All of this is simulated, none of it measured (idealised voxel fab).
process module | voxel plated lines
cross-section cut | 245 nm wide | cells 5 nm
A cross-section is a grid of square cells, given in bands from the top down. A band is one or more rows of cells.
Each band's line starts with the height of the band's top and of its bottom, in nm. Then come its materials from left to right, each with its width in nm. One material with "throughout" fills the band from edge to edge. "air" is empty space.
Height 0 is the level under which the wafer as received is all one material. The lowest band goes on downwards, as in "0 down".
A width such as "30 to 40" changes by the same amount from each row of cells to the next, from the band's top row to its bottom row.
"no change" after a step means that no cell of the cross-section changed.
closed voids: empty space of 8 cells or more with no open way to the top, each as width x height at its distance from the left edge, in nm
after a step's settings: what the simulator itself notes on the step
overlay nm, on a step with a mask: how far to the right of its planned place the mask lay; to the left if negative
plan
1 op RECEIVE | material Si
2 op CONFORMAL_DEP | material SiO2 | thk nm 10
3 op DIRECTIONAL_DEP | material TiN | thk nm 5
4 op PATTERN | tone open | mask id LINES | material resist | width nm 25 | pitch nm 55 | thk nm 15 | overlay nm 0
5 op EPI | material Ru | thk nm 10
6 op STRIP | etch materials resist
7 op DIRECTIONAL_ETCH | etch materials TiN | depth nm 5
8 op CONFORMAL_DEP | material SiCN | thk nm 10
as received, after step 1
  0 down: Si throughout
  closed voids: none
first wafer at the end, as planned
  35 to 25: air 70 | SiCN 45 | air 10 | SiCN 45 | air 75
  25 to 20: air 70 | SiCN 10 | Ru 25 | SiCN 10 | air 10 | SiCN 10 | Ru 25 | SiCN 10 | air 75
  20 to 15: SiCN 80 | Ru 25 | SiCN 30 | Ru 25 | SiCN 85
  15 to 10: SiCN 80 | TiN 25 | SiCN 30 | TiN 25 | SiCN 85
  10 to 0: SiO2 throughout
  0 down: Si throughout
  closed voids: none
second wafer at the end: like start, like plan, one mistake
  25 to 15: SiCN throughout
  15 to 0: SiO2 throughout
  0 down: Si throughout
  closed voids: none
what went wrong: step 3 ran as: op DIRECTIONAL_DEP | material SiO2 | thk nm 5
at the end the second wafer has, in cells: 20 fewer of Ru | 24 fewer of SiCN | 49 more of SiO2 | 10 fewer of TiN
